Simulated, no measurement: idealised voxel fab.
Process module heading - voxel air gaps
Pictured: cross-section cut, 220 nm wide, on a grid of 5 nm square cells.
Throughout this document, each cross-section is represented as a grid of square cells and is presented as a sequence of bands enumerated from the top downward, where a band comprises one or more rows of cells. Basically the band line says how high the top is and how high the bottom is, in nm, and then what's in it from left to right, every material with its width in nm. Empty space shows up as "air", and if a single material carries "full width" it runs the full band edge to edge. The level at which height equals 0 is the one under which the wafer, as it arrives, is entirely one material. No lower edge exists for the bottom band, which continues downward and is notated as in "0 nm and below". The expression "30 to 40" gives the width at the extremes of the band, the first number at its top row of cells and the second at its bottom row, with the width changing by equal amounts from each row to the next in between. "remains unaltered" (step): cross-section cells unchanged, all of them. Empty spaces without an open route to the top, at least 8 cells in extent, make up the entry "Closed void roster"; each is given as width x height at distance, where the distance is measured from the left edge, and all are in nm. Anything after a step's settings on that line? It's the simulator's own note about the step. The optional step-line setting "overlay nm" applies to steps with a mask and quantifies how far to the right of its planned location the mask lay, a negative value indicating leftward placement.

Below is the list of planned process steps:
1. RECEIVE with material Si
2. CONFORMAL_DEP with material SiO2, thk nm 10
3. CONFORMAL_DEP with material SiN, thk nm 5
4. DIRECTIONAL_DEP with material lowk, thk nm 35
5. DIRECTIONAL_DEP with material aC, thk nm 15
6. PATTERN with tone open, mask id LINES, material resist, width nm 25, pitch nm 50, thk nm 30, overlay nm 0
7. DIRECTIONAL_ETCH with etch materials aC, depth nm 15
8. STRIP with etch materials resist
9. DIRECTIONAL_ETCH with etch materials lowk, depth nm 35
10. STRIP with etch materials aC
11. CONFORMAL_DEP with material TiN, thk nm 5
12. FILL_DEP with material Ru, thk nm 5
13. CMP with height nm 50
14. EPI with material Ru, thk nm 10
15. SELECTIVE_ETCH with etch materials lowk, depth nm 45
16. CONFORMAL_DEP with material SiCN, thk nm 5

This is the cross-section of the wafer as we received it, i.e. after step 1:
  0 nm and below: Si full width
  Closed void roster: none

One mistake in running the module, otherwise start and plan as above: cross-section at the end:
  65 nm to 60 nm: 5 air | 205 SiCN | 10 air
  60 nm to 50 nm: 5 air | 5 SiCN | 45 Ru | 5 SiCN | 45 Ru | 5 SiCN | 45 Ru | 5 SiCN | 45 Ru | 5 SiCN | 10 air
  50 nm to 20 nm: 5 air | 5 SiCN | 10 Ru | 5 TiN | 15 Ru | 5 TiN | 10 Ru | 5 SiCN | 10 Ru | 5 TiN | 15 Ru | 5 TiN | 10 Ru | 5 SiCN | 10 Ru | 5 TiN | 15 Ru | 5 TiN | 10 Ru | 5 SiCN | 10 Ru | 5 TiN | 15 Ru | 5 TiN | 10 Ru | 5 SiCN | 10 air
  20 nm to 15 nm: 10 SiCN | 10 Ru | 25 TiN | 10 Ru | 5 SiCN | 10 Ru | 25 TiN | 10 Ru | 5 SiCN | 10 Ru | 25 TiN | 10 Ru | 5 SiCN | 10 Ru | 25 TiN | 10 Ru | 15 SiCN
  15 nm to 10 nm: SiN full width
  10 nm to 0 nm: SiO2 full width
  0 nm and below: Si full width
  Closed void roster: none
Diagnosis: sequence error: steps 14 and 15 interchanged
